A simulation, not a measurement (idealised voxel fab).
Documented hereafter: the process module known as voxel local oxidation.
Xsec cut, 290 nm wide, square cell size 5 nm.
A cross-section is a grid of square cells, given in bands from the top down. A band is one or more rows of cells.
Band: top height; bottom height; in nm. Then, left to right: material with width in nm, for each material. "all across": a single material spanning edge to edge. "empty": empty space.
Counting heights begins at 0, where everything beneath is, in the wafer as received, one material. The lowest band has no bottom; it goes on downwards, as "z 0 and below" shows.
The notation "30->40" denotes a width that varies across the rows of cells in the band, beginning at the first number in the top row, finishing at the second number in the bottom row, and changing by an identical amount from each row to the next.
Take "same as before" at face value: in the step it is given for, the cross-section changed in none of its cells.
Closed empty spaces (no open way to the top) of 8 cells or more are what "Sealed-off cavities" lists, each as width x height at distance from the left edge, nm for all three.
Whatever follows a step's settings on its line is a remark the simulator itself makes about that step.
For masked steps, "overlay nm" on the step line gives how far right of plan the mask actually lay; a minus sign means it lay to the left.
PLAN
step 1: RECEIVE, material Si
step 2: OXIDIZE, depth nm 5
step 3: CONFORMAL_DEP, material SiN, thk nm 15
step 4: DIRECTIONAL_DEP, material aC, thk nm 15
step 5: PATTERN, tone cover, mask id ACTIVE, material resist, width nm 110, thk nm 35, overlay nm -15
step 6: DIRECTIONAL_ETCH, etch materials aC, depth nm 15
step 7: STRIP, etch materials resist
step 8: DIRECTIONAL_ETCH, etch materials SiN, depth nm 15
step 9: STRIP, etch materials aC
step 10: SELECTIVE_ETCH, etch materials SiO2, depth nm 5
step 11: OXIDIZE, depth nm 15
step 12: STRIP, etch materials SiN
Where the wafers of this document differ is in the overlay nm of step 5; they start out the same, and the plan states the value that applied to the first wafer.
FIRST OF SEVERAL WAFERS (AS RECEIVED, POST STEP 1), CROSS-SECTIONAL VIEW
  z 0 and below: Si all across
  Sealed-off cavities: none
FIRST OF SEVERAL WAFERS: CROSS-SECTION AT THE END OF THE MODULE, AFTER STEP 12, ITS LAST STEP
  z 0 to -5: empty (80), SiO2 (100), empty (110)
  z -5 to -20: SiO2 (95), Si (70), SiO2 (125)
  z -20 and below: Si all across
  Sealed-off cavities: none
THE FINAL WAFER, SECTIONED AT MODULE END
  z 0 to -5: empty (110), SiO2 (100), empty (80)
  z -5 to -20: SiO2 (125), Si (70), SiO2 (95)
  z -20 and below: Si all across
  Sealed-off cavities: none
WAFER ROWS; END OF MODULE; CELLS PER MATERIAL SINCE RECEIPT: (+) GAINED, (-) LOST; THEN CLOSED VOIDS
overlay nm -15; -190 Si; +152 SiO2; Sealed-off cavities: none
overlay nm -10; -190 Si; +152 SiO2; Sealed-off cavities: none
overlay nm -5; -190 Si; +152 SiO2; Sealed-off cavities: none
overlay nm 0; -190 Si; +152 SiO2; Sealed-off cavities: none
overlay nm 5; -190 Si; +152 SiO2; Sealed-off cavities: none
overlay nm 10; -190 Si; +152 SiO2; Sealed-off cavities: none
overlay nm 15; -190 Si; +152 SiO2; Sealed-off cavities: none
